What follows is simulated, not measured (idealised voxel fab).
process module | voxel tone inversion
cross-section cut | 220 nm wide | cells 5 nm
A cross-section is a grid of square cells, given in bands from the top down. A band is one or more rows of cells.
Each band's line starts with the height of the band's top and of its bottom, in nm. Then come its materials from left to right, each with its width in nm. One material with "throughout" fills the band from edge to edge. "air" is empty space.
Height 0 is the level under which the wafer as received is all one material. The lowest band goes on downwards, as in "0 down".
A width such as "30 to 40" changes by the same amount from each row of cells to the next, from the band's top row to its bottom row.
"no change" after a step means that no cell of the cross-section changed.
closed voids: empty space of 8 cells or more with no open way to the top, each as width x height at its distance from the left edge, in nm
after a step's settings: what the simulator itself notes on the step
overlay nm, on a step with a mask: how far to the right of its planned place the mask lay; to the left if negative
plan
1 op RECEIVE | material Si
2 op CONFORMAL_DEP | material SiCN | thk nm 10
3 op DIRECTIONAL_DEP | material aC | thk nm 15
4 op PATTERN | tone cover | mask id POSTS | material resist | width nm 25 | pitch nm 55 | thk nm 25 | overlay nm 0
5 op DIRECTIONAL_ETCH | etch materials aC | depth nm 15
6 op STRIP | etch materials resist
7 op FILL_DEP | material lowk | thk nm 5
8 op CMP | height nm 25
9 op STRIP | etch materials aC
10 op CONFORMAL_DEP | material TiN | thk nm 5
11 op FILL_DEP | material Ru | thk nm 10
12 op CMP | height nm 25
13 op CONFORMAL_DEP | material SiN | thk nm 5
as received, after step 1
  0 down: Si throughout
  closed voids: none
a wafer at the end: this start, this plan, one mistake
  35 to 30: SiN throughout
  30 to 25: TiN 45 | Ru 15 | TiN 40 | Ru 15 | TiN 40 | Ru 15 | TiN 50
  25 to 15: lowk 40 | TiN 5 | Ru 15 | TiN 5 | lowk 30 | TiN 5 | Ru 15 | TiN 5 | lowk 30 | TiN 5 | Ru 15 | TiN 5 | lowk 45
  15 to 10: lowk 40 | TiN 25 | lowk 30 | TiN 25 | lowk 30 | TiN 25 | lowk 45
  10 to 0: SiCN throughout
  0 down: Si throughout
  closed voids: none
what went wrong: step 12 ran as: op CMP | height nm 30
